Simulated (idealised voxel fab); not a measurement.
The process module presented herein is designated voxel self aligned contacts.
Xsec cut, 240 nm wide, square cell size 5 nm.
In this document a cross-section is written as a grid of square cells. It is given as a series of bands, listed from the top down, and a band is one or more rows of cells. What a band's entry tells you: where the top is and where the bottom is, as heights in nm, and after that what lies inside, material by material from left to right, each with its width in nm. Empty space is written as the word "air", and a single material marked with the word "full width" occupies the band from edge to edge. The reference from which all heights are counted is 0, the level beneath which the as-received wafer is entirely one material; the lowest band, having no lower bound, proceeds downward and is written after the example "0..down". The width entry "30->40" should be interpreted row by row: the top row of cells in the band takes the first number, the bottom row takes the second number, and the change between adjacent rows is uniform throughout. A step reported as "left unchanged" is a step in which no cell of the cross-section changed. This entry, "Sealed internal voids", enumerates those empty regions of no fewer than 8 cells that possess no open connection to the top. Each region is reported in the form width x height at distance, the distance being taken from the left edge, with all three quantities expressed in nm. Whatever follows a step's settings on its line is a remark the simulator itself makes about that step. The optional step-line setting "overlay nm" applies to steps with a mask and quantifies how far to the right of its planned location the mask lay, a negative value indicating leftward placement.

## Steps in the process plan
| 1 | RECEIVE [material Si] |
| 2 | OXIDIZE [depth nm 5] |
| 3 | DIRECTIONAL_DEP [material polySi] [thk nm 25] |
| 4 | DIRECTIONAL_DEP [material SiN] [thk nm 20] |
| 5 | DIRECTIONAL_DEP [material aC] [thk nm 15] |
| 6 | PATTERN [tone cover] [mask id GATE] [material resist] [width nm 25] [pitch nm 55] [thk nm 30] [overlay nm -15] |
| 7 | DIRECTIONAL_ETCH [etch materials aC] [depth nm 15] |
| 8 | STRIP [etch materials resist] |
| 9 | DIRECTIONAL_ETCH [etch materials SiN] [depth nm 20] |
| 10 | DIRECTIONAL_ETCH [etch materials polySi] [depth nm 25] |
| 11 | STRIP [etch materials aC] |
| 12 | CONFORMAL_DEP [material SiN] [thk nm 5] |
| 13 | DIRECTIONAL_ETCH [etch materials SiN] [depth nm 5] |
| 14 | FILL_DEP [material SiO2] [thk nm 20] |
| 15 | CMP [height nm 55] |
| 16 | PATTERN [tone open] [mask id CONTACT] [material resist] [width nm 40] [pitch nm 55] [thk nm 20] [overlay nm 0] |
| 17 | DIRECTIONAL_ETCH [etch materials SiO2] [depth nm 60] |
| 18 | STRIP [etch materials resist] |
| 19 | CONFORMAL_DEP [material TiN] [thk nm 5] |
| 20 | FILL_DEP [material W] [thk nm 5] |
| 21 | CMP [height nm 55] |
| 22 | CONFORMAL_DEP [material SiCN] [thk nm 5] |
The wafers in this document start out alike and differ in the overlay nm applied at step 6; the plan shows the value used for the first wafer.

## First of several wafers (as received, post step 1), cross-sectional view
	0..down: Si full width
	Sealed internal voids: none

## Last step of the module is step 22; after it, the first of several wafers in cross-section
	60..55: SiCN full width
	55..45: 70 SiO2; 5 TiN; 30->5 W; 5->30 TiN; 15 SiO2; 5 TiN; 30->5 W; 5->30 TiN; 75 SiO2
	45..25: 30 SiO2; 35 SiN; 5 SiO2; 5 TiN; 5 W; 5 TiN; 35 SiN; 5 SiO2; 5 TiN; 5 W; 5 TiN; 35 SiN; 65 SiO2
	25..0: 30 SiO2; 5 SiN; 25 polySi; 5 SiN; 5 SiO2; 5 TiN; 5 W; 5 TiN; 5 SiN; 25 polySi; 5 SiN; 5 SiO2; 5 TiN; 5 W; 5 TiN; 5 SiN; 25 polySi; 5 SiN; 65 SiO2
	0..-5: 70 SiO2; 15 TiN; 40 SiO2; 15 TiN; 100 SiO2
	-5..down: Si full width
	Sealed internal voids: none

## At the end of the module, the last of several wafers in cross-section
	60..55: SiCN full width
	55..45: 70 SiO2; 5->30 TiN; 30->5 W; 5 TiN; 15 SiO2; 5->30 TiN; 30->5 W; 5 TiN; 75 SiO2
	45..25: 60 SiO2; 35 SiN; 5 TiN; 5 W; 5 TiN; 5 SiO2; 35 SiN; 5 TiN; 5 W; 5 TiN; 5 SiO2; 35 SiN; 35 SiO2
	25..0: 60 SiO2; 5 SiN; 25 polySi; 5 SiN; 5 TiN; 5 W; 5 TiN; 5 SiO2; 5 SiN; 25 polySi; 5 SiN; 5 TiN; 5 W; 5 TiN; 5 SiO2; 5 SiN; 25 polySi; 5 SiN; 35 SiO2
	0..-5: 95 SiO2; 15 TiN; 40 SiO2; 15 TiN; 75 SiO2
	-5..down: Si full width
	Sealed internal voids: none

## Note: the following table is arranged by wafer, a row apiece. Each row reports the end-of-module state: per material, cells gained (+) or cells lost (-) compared with the wafer as received; closed voids follow
overlay nm -15 | -48 Si | +48 SiCN | +114 SiN | +295 SiO2 | +60 TiN | +32 W | +75 polySi | Sealed internal voids: none
overlay nm -10 | -48 Si | +48 SiCN | +114 SiN | +275 SiO2 | +60 TiN | +52 W | +75 polySi | Sealed internal voids: none
overlay nm -5 | -48 Si | +48 SiCN | +114 SiN | +275 SiO2 | +60 TiN | +52 W | +75 polySi | Sealed internal voids: none
overlay nm 0 | -48 Si | +48 SiCN | +114 SiN | +275 SiO2 | +60 TiN | +52 W | +75 polySi | Sealed internal voids: none
overlay nm 5 | -48 Si | +48 SiCN | +114 SiN | +275 SiO2 | +60 TiN | +52 W | +75 polySi | Sealed internal voids: none
overlay nm 10 | -48 Si | +48 SiCN | +114 SiN | +275 SiO2 | +60 TiN | +52 W | +75 polySi | Sealed internal voids: none
overlay nm 15 | -48 Si | +48 SiCN | +114 SiN | +295 SiO2 | +60 TiN | +32 W | +75 polySi | Sealed internal voids: none
